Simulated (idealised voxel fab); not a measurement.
voxel wiring stack: a process module
We display cut, a cross-section 240 nm in width whose square cells are each 5 nm.
Cross-section spec: square-cell grid; bands listed top down; each band is one or more rows. Read a band's entry like this: the first values are the height of its top and the height of its bottom in nm, and what follows is the sequence of materials from left to right, each with its width in nm. Note that "air" is empty space, and that a single material marked "everywhere" reaches across the band from edge to edge. Heights from 0 (as-received wafer is one material below). Bottom band endless downward, as "from 0 down". Width "30->40": first value at the band's top row of cells, second value at its bottom row, equal change from row to row. Reading "all unchanged" for a step: not a cell of the cross-section changed in it. "Unvented internal voids" - sealed voids, min. 8 cells, no opening to top; format: width x height at distance (distance from left edge; nm throughout). Whatever follows a step's settings on its line is a remark the simulator itself makes about that step. "overlay nm" denotes, for a step that has a mask, the displacement of the mask to the right of its planned place, with negative values corresponding to the left.
-- The steps planned for the process are as follows
1. op RECEIVE | material Si
2. op CONFORMAL_DEP | material SiO2 | thk nm 10
3. op CONFORMAL_DEP | material SiN | thk nm 5
4. op DIRECTIONAL_DEP | material lowk | thk nm 15
5. op DIRECTIONAL_DEP | material aC | thk nm 15
6. op PATTERN | tone open | mask id METAL_1 | material resist | width nm 30 | pitch nm 45 | thk nm 35 | overlay nm 0
7. op DIRECTIONAL_ETCH | etch materials aC | depth nm 15
8. op STRIP | etch materials resist
9. op DIRECTIONAL_ETCH | etch materials lowk | depth nm 15
10. op DIRECTIONAL_ETCH | etch materials SiN | depth nm 5
11. op STRIP | etch materials aC
12. op CONFORMAL_DEP | material TiN | thk nm 5
13. op FILL_DEP | material W | thk nm 10
14. op CMP | height nm 30
15. op EPI | material Ru | thk nm 5
16. op FILL_DEP | material SiCN | thk nm 5
17. op DIRECTIONAL_DEP | material SiO2 | thk nm 10
18. op DIRECTIONAL_DEP | material aC | thk nm 15
19. op PATTERN | tone open | mask id PLUG_1 | material resist | width nm 15 | pitch nm 45 | thk nm 30 | overlay nm 0
20. op DIRECTIONAL_ETCH | etch materials aC | depth nm 15
21. op STRIP | etch materials resist
22. op DIRECTIONAL_ETCH | etch materials SiO2 | depth nm 10
23. op DIRECTIONAL_ETCH | etch materials SiCN | depth nm 5
24. op STRIP | etch materials aC
25. op EPI | material Ru | thk nm 10
26. op EPI | material Ru | thk nm 5
27. op CONFORMAL_DEP | material SiN | thk nm 5
28. op DIRECTIONAL_DEP | material lowk | thk nm 25
29. op DIRECTIONAL_DEP | material aC | thk nm 10
30. op PATTERN | tone open | mask id METAL_2 | material resist | width nm 30 | pitch nm 45 | thk nm 25 | overlay nm 0
31. op DIRECTIONAL_ETCH | etch materials aC | depth nm 10
32. op STRIP | etch materials resist
33. op DIRECTIONAL_ETCH | etch materials lowk | depth nm 25
34. op DIRECTIONAL_ETCH | etch materials SiN | depth nm 5
35. op STRIP | etch materials aC
36. op CONFORMAL_DEP | material TiN | thk nm 5
37. op FILL_DEP | material W | thk nm 10
38. op CMP | height nm 80
39. op CONFORMAL_DEP | material SiCN | thk nm 5
-- First of two wafers, processed according to plan
-- This is the cross-section of the wafer as we received it, i.e. after step 1
	from 0 down = Si everywhere
	Unvented internal voids: none
-- You're looking at a cross-section of the wafer after step 2
	from 10 to 0 = SiO2 everywhere
	Everything below 0 is unchanged.
-- You're looking at a cross-section of the wafer after step 3
	from 15 to 10 = SiN everywhere
	Everything below 10 is unchanged.
-- You're looking at a cross-section of the wafer after step 4
	from 30 to 15 = lowk everywhere
	Everything below 15 is unchanged.
-- You're looking at a cross-section of the wafer after step 5
	from 45 to 30 = aC everywhere
	Everything below 30 is unchanged.
-- You're looking at a cross-section of the wafer after step 6
	from 80 to 45 = resist: 80, then air: 30, then resist: 15, then air: 30, then resist: 85
	Everything below 45 is unchanged.
-- You're looking at a cross-section of the wafer after step 7
	from 65 to 45 = resist: 80, then air: 30, then resist: 15, then air: 30, then resist: 85
	from 45 to 30 = aC: 80, then air: 30, then aC: 15, then air: 30, then aC: 85
	Everything below 30 is unchanged.
-- You're looking at a cross-section of the wafer after step 8
	from 45 to 30 = aC: 80, then air: 30, then aC: 15, then air: 30, then aC: 85
	Everything below 30 is unchanged.
-- You're looking at a cross-section of the wafer after step 9
	from 45 to 30 = aC: 80, then air: 30, then aC: 15, then air: 30, then aC: 85
	from 30 to 15 = lowk: 80, then air: 30, then lowk: 15, then air: 30, then lowk: 85
	Everything below 15 is unchanged.
-- You're looking at a cross-section of the wafer after step 10
	from 45 to 30 = aC: 80, then air: 30, then aC: 15, then air: 30, then aC: 85
	from 30 to 15 = lowk: 80, then air: 30, then lowk: 15, then air: 30, then lowk: 85
	from 15 to 10 = SiN: 80, then air: 30, then SiN: 15, then air: 30, then SiN: 85
	Everything below 10 is unchanged.
-- You're looking at a cross-section of the wafer after step 11
	from 30 to 15 = lowk: 80, then air: 30, then lowk: 15, then air: 30, then lowk: 85
	Everything below 15 is unchanged.
-- You're looking at a cross-section of the wafer after step 12
	from 35 to 30 = TiN: 85, then air: 20, then TiN: 25, then air: 20, then TiN: 90
	from 30 to 15 = lowk: 80, then TiN: 5, then air: 20, then TiN: 5, then lowk: 15, then TiN: 5, then air: 20, then TiN: 5, then lowk: 85
	from 15 to 10 = SiN: 80, then TiN: 30, then SiN: 15, then TiN: 30, then SiN: 85
	Everything below 10 is unchanged.
-- You're looking at a cross-section of the wafer after step 13
	from 45 to 35 = W everywhere
	from 35 to 30 = TiN: 85, then W: 20, then TiN: 25, then W: 20, then TiN: 90
	from 30 to 15 = lowk: 80, then TiN: 5, then W: 20, then TiN: 5, then lowk: 15, then TiN: 5, then W: 20, then TiN: 5, then lowk: 85
	Everything below 15 is unchanged.
-- You're looking at a cross-section of the wafer after step 14
	from 30 to 15 = lowk: 80, then TiN: 5, then W: 20, then TiN: 5, then lowk: 15, then TiN: 5, then W: 20, then TiN: 5, then lowk: 85
	Everything below 15 is unchanged.
-- You're looking at a cross-section of the wafer after step 15
	from 35 to 30 = air: 75, then Ru: 40, then air: 5, then Ru: 40, then air: 80
	Everything below 30 is unchanged.
-- You're looking at a cross-section of the wafer after step 16
	from 40 to 35 = SiCN everywhere
	from 35 to 30 = SiCN: 75, then Ru: 40, then SiCN: 5, then Ru: 40, then SiCN: 80
	Everything below 30 is unchanged.
-- You're looking at a cross-section of the wafer after step 17
	from 50 to 40 = SiO2 everywhere
	Everything below 40 is unchanged.
-- You're looking at a cross-section of the wafer after step 18
	from 65 to 50 = aC everywhere
	Everything below 50 is unchanged.
-- You're looking at a cross-section of the wafer after step 19
	from 95 to 65 = resist: 80, then air: 15, then resist: 30, then air: 15, then resist: 100
	Everything below 65 is unchanged.
-- You're looking at a cross-section of the wafer after step 20
	from 80 to 65 = resist: 80, then air: 15, then resist: 30, then air: 15, then resist: 100
	from 65 to 50 = aC: 80, then air: 15, then aC: 30, then air: 15, then aC: 100
	Everything below 50 is unchanged.
-- You're looking at a cross-section of the wafer after step 21
	from 65 to 50 = aC: 80, then air: 15, then aC: 30, then air: 15, then aC: 100
	Everything below 50 is unchanged.
-- You're looking at a cross-section of the wafer after step 22
	from 65 to 50 = aC: 80, then air: 15, then aC: 30, then air: 15, then aC: 100
	from 50 to 40 = SiO2: 80, then air: 15, then SiO2: 30, then air: 15, then SiO2: 100
	Everything below 40 is unchanged.
-- You're looking at a cross-section of the wafer after step 23
	from 65 to 50 = aC: 80, then air: 15, then aC: 30, then air: 15, then aC: 100
	from 50 to 40 = SiO2: 80, then air: 15, then SiO2: 30, then air: 15, then SiO2: 100
	from 40 to 35 = SiCN: 80, then air: 15, then SiCN: 30, then air: 15, then SiCN: 100
	Everything below 35 is unchanged.
-- You're looking at a cross-section of the wafer after step 24
	from 50 to 40 = SiO2: 80, then air: 15, then SiO2: 30, then air: 15, then SiO2: 100
	Everything below 40 is unchanged.
-- You're looking at a cross-section of the wafer after step 25
	from 50 to 45 = SiO2: 80, then air: 15, then SiO2: 30, then air: 15, then SiO2: 100
	from 45 to 40 = SiO2: 80, then Ru: 15, then SiO2: 30, then Ru: 15, then SiO2: 100
	from 40 to 30 = SiCN: 80->75, then Ru: 15->40, then SiCN: 30->5, then Ru: 15->40, then SiCN: 100->80
	Everything below 30 is unchanged.
-- You're looking at a cross-section of the wafer after step 26
	from 50 to 40 = SiO2: 80, then Ru: 15, then SiO2: 30, then Ru: 15, then SiO2: 100
	Everything below 40 is unchanged.
-- You're looking at a cross-section of the wafer after step 27
	from 55 to 50 = SiN everywhere
	Everything below 50 is unchanged.
-- You're looking at a cross-section of the wafer after step 28
	from 80 to 55 = lowk everywhere
	Everything below 55 is unchanged.
-- You're looking at a cross-section of the wafer after step 29
	from 90 to 80 = aC everywhere
	Everything below 80 is unchanged.
-- You're looking at a cross-section of the wafer after step 30
	from 115 to 90 = resist: 80, then air: 30, then resist: 15, then air: 30, then resist: 85
	Everything below 90 is unchanged.
-- You're looking at a cross-section of the wafer after step 31
	from 105 to 90 = resist: 80, then air: 30, then resist: 15, then air: 30, then resist: 85
	from 90 to 80 = aC: 80, then air: 30, then aC: 15, then air: 30, then aC: 85
	Everything below 80 is unchanged.
-- You're looking at a cross-section of the wafer after step 32
	from 90 to 80 = aC: 80, then air: 30, then aC: 15, then air: 30, then aC: 85
	Everything below 80 is unchanged.
-- You're looking at a cross-section of the wafer after step 33
	from 90 to 80 = aC: 80, then air: 30, then aC: 15, then air: 30, then aC: 85
	from 80 to 55 = lowk: 80, then air: 30, then lowk: 15, then air: 30, then lowk: 85
	Everything below 55 is unchanged.
-- You're looking at a cross-section of the wafer after step 34
	from 90 to 80 = aC: 80, then air: 30, then aC: 15, then air: 30, then aC: 85
	from 80 to 55 = lowk: 80, then air: 30, then lowk: 15, then air: 30, then lowk: 85
	from 55 to 50 = SiN: 80, then air: 30, then SiN: 15, then air: 30, then SiN: 85
	Everything below 50 is unchanged.
-- You're looking at a cross-section of the wafer after step 35
	from 80 to 55 = lowk: 80, then air: 30, then lowk: 15, then air: 30, then lowk: 85
	Everything below 55 is unchanged.
-- You're looking at a cross-section of the wafer after step 36
	from 85 to 80 = TiN: 85, then air: 20, then TiN: 25, then air: 20, then TiN: 90
	from 80 to 55 = lowk: 80, then TiN: 5, then air: 20, then TiN: 5, then lowk: 15, then TiN: 5, then air: 20, then TiN: 5, then lowk: 85
	from 55 to 50 = SiN: 80, then TiN: 30, then SiN: 15, then TiN: 30, then SiN: 85
	Everything below 50 is unchanged.
-- You're looking at a cross-section of the wafer after step 37
	from 95 to 85 = W everywhere
	from 85 to 80 = TiN: 85, then W: 20, then TiN: 25, then W: 20, then TiN: 90
	from 80 to 55 = lowk: 80, then TiN: 5, then W: 20, then TiN: 5, then lowk: 15, then TiN: 5, then W: 20, then TiN: 5, then lowk: 85
	Everything below 55 is unchanged.
-- You're looking at a cross-section of the wafer after step 38
	from 80 to 55 = lowk: 80, then TiN: 5, then W: 20, then TiN: 5, then lowk: 15, then TiN: 5, then W: 20, then TiN: 5, then lowk: 85
	Everything below 55 is unchanged.
-- You're looking at a cross-section of the wafer after step 39
	from 85 to 80 = SiCN everywhere
	Everything below 80 is unchanged.
-- For the second wafer, take the first wafer's start and plan, then add one mistake made in running it; everything through step 24, that step included, is shared with the first
-- when step 25 should have ended
	from 55 to 50 = air: 75, then Ru: 25, then air: 20, then Ru: 25, then air: 95
	from 50 to 40 = SiO2: 80, then Ru: 15, then SiO2: 30, then Ru: 15, then SiO2: 100
	from 40 to 30 = SiCN: 80->75, then Ru: 15->40, then SiCN: 30->5, then Ru: 15->40, then SiCN: 100->80
	Everything below 30 is unchanged.
-- when step 26 should have ended
	from 60 to 50 = air: 70, then Ru: 35, then air: 10, then Ru: 35, then air: 90
	Everything below 50 is unchanged.
-- when step 27 should have ended
	from 65 to 60 = air: 65, then SiN: 90, then air: 85
	from 60 to 55 = air: 65, then SiN: 5, then Ru: 35, then SiN: 10, then Ru: 35, then SiN: 5, then air: 85
	from 55 to 50 = SiN: 70, then Ru: 35, then SiN: 10, then Ru: 35, then SiN: 90
	Everything below 50 is unchanged.
-- when step 28 should have ended
	from 90 to 80 = air: 65, then lowk: 90, then air: 85
	from 80 to 65 = lowk everywhere
	from 65 to 60 = lowk: 65, then SiN: 90, then lowk: 85
	from 60 to 55 = lowk: 65, then SiN: 5, then Ru: 35, then SiN: 10, then Ru: 35, then SiN: 5, then lowk: 85
	Everything below 55 is unchanged.
-- when step 29 should have ended
	from 100 to 90 = air: 65, then aC: 90, then air: 85
	from 90 to 80 = aC: 65, then lowk: 90, then aC: 85
	Everything below 80 is unchanged.
-- when step 30 should have ended
	from 125 to 100 = resist: 80, then air: 30, then resist: 15, then air: 30, then resist: 85
	from 100 to 90 = resist: 65, then aC: 90, then resist: 85
	Everything below 90 is unchanged.
-- when step 31 should have ended
	from 115 to 100 = resist: 80, then air: 30, then resist: 15, then air: 30, then resist: 85
	from 100 to 90 = resist: 65, then aC: 15, then air: 30, then aC: 15, then air: 30, then resist: 85
	Everything below 90 is unchanged.
-- when step 32 should have ended
	from 100 to 90 = air: 65, then aC: 15, then air: 30, then aC: 15, then air: 115
	Everything below 90 is unchanged.
-- when step 33 should have ended
	from 100 to 90 = air: 65, then aC: 15, then air: 30, then aC: 15, then air: 115
	from 90 to 80 = aC: 65, then lowk: 15, then air: 30, then lowk: 15, then air: 30, then aC: 85
	from 80 to 65 = lowk: 80, then air: 30, then lowk: 15, then air: 30, then lowk: 85
	Everything below 65 is unchanged.
-- when step 34 should have ended
	from 100 to 90 = air: 65, then aC: 15, then air: 30, then aC: 15, then air: 115
	from 90 to 80 = aC: 65, then lowk: 15, then air: 30, then lowk: 15, then air: 30, then aC: 85
	from 80 to 65 = lowk: 80, then air: 30, then lowk: 15, then air: 30, then lowk: 85
	from 65 to 60 = lowk: 65, then SiN: 15, then air: 30, then SiN: 15, then air: 30, then lowk: 85
	Everything below 60 is unchanged.
-- when step 35 should have ended
	from 90 to 80 = air: 65, then lowk: 15, then air: 30, then lowk: 15, then air: 115
	Everything below 80 is unchanged.
-- when step 36 should have ended
	from 95 to 90 = air: 60, then TiN: 25, then air: 20, then TiN: 25, then air: 110
	from 90 to 85 = air: 60, then TiN: 5, then lowk: 15, then TiN: 5, then air: 20, then TiN: 5, then lowk: 15, then TiN: 5, then air: 110
	from 85 to 80 = TiN: 65, then lowk: 15, then TiN: 5, then air: 20, then TiN: 5, then lowk: 15, then TiN: 5, then air: 20, then TiN: 90
	from 80 to 65 = lowk: 80, then TiN: 5, then air: 20, then TiN: 5, then lowk: 15, then TiN: 5, then air: 20, then TiN: 5, then lowk: 85
	from 65 to 60 = lowk: 65, then SiN: 15, then TiN: 30, then SiN: 15, then TiN: 30, then lowk: 85
	Everything below 60 is unchanged.
-- when step 37 should have ended
	from 105 to 95 = W everywhere
	from 95 to 90 = W: 60, then TiN: 25, then W: 20, then TiN: 25, then W: 110
	from 90 to 85 = W: 60, then TiN: 5, then lowk: 15, then TiN: 5, then W: 20, then TiN: 5, then lowk: 15, then TiN: 5, then W: 110
	from 85 to 80 = TiN: 65, then lowk: 15, then TiN: 5, then W: 20, then TiN: 5, then lowk: 15, then TiN: 5, then W: 20, then TiN: 90
	from 80 to 65 = lowk: 80, then TiN: 5, then W: 20, then TiN: 5, then lowk: 15, then TiN: 5, then W: 20, then TiN: 5, then lowk: 85
	Everything below 65 is unchanged.
-- when step 38 should have ended
	from 80 to 65 = lowk: 80, then TiN: 5, then W: 20, then TiN: 5, then lowk: 15, then TiN: 5, then W: 20, then TiN: 5, then lowk: 85
	Everything below 65 is unchanged.
-- when step 39 should have ended
	from 85 to 80 = SiCN everywhere
	Everything below 80 is unchanged.
Against the plan, the run slipped here: plan step 25 was conducted twice
Final tally in cells, some materials are higher or lower on the second wafer than on the first: +28 Ru, +8 SiN, -8 TiN, -16 W, -12 lowk
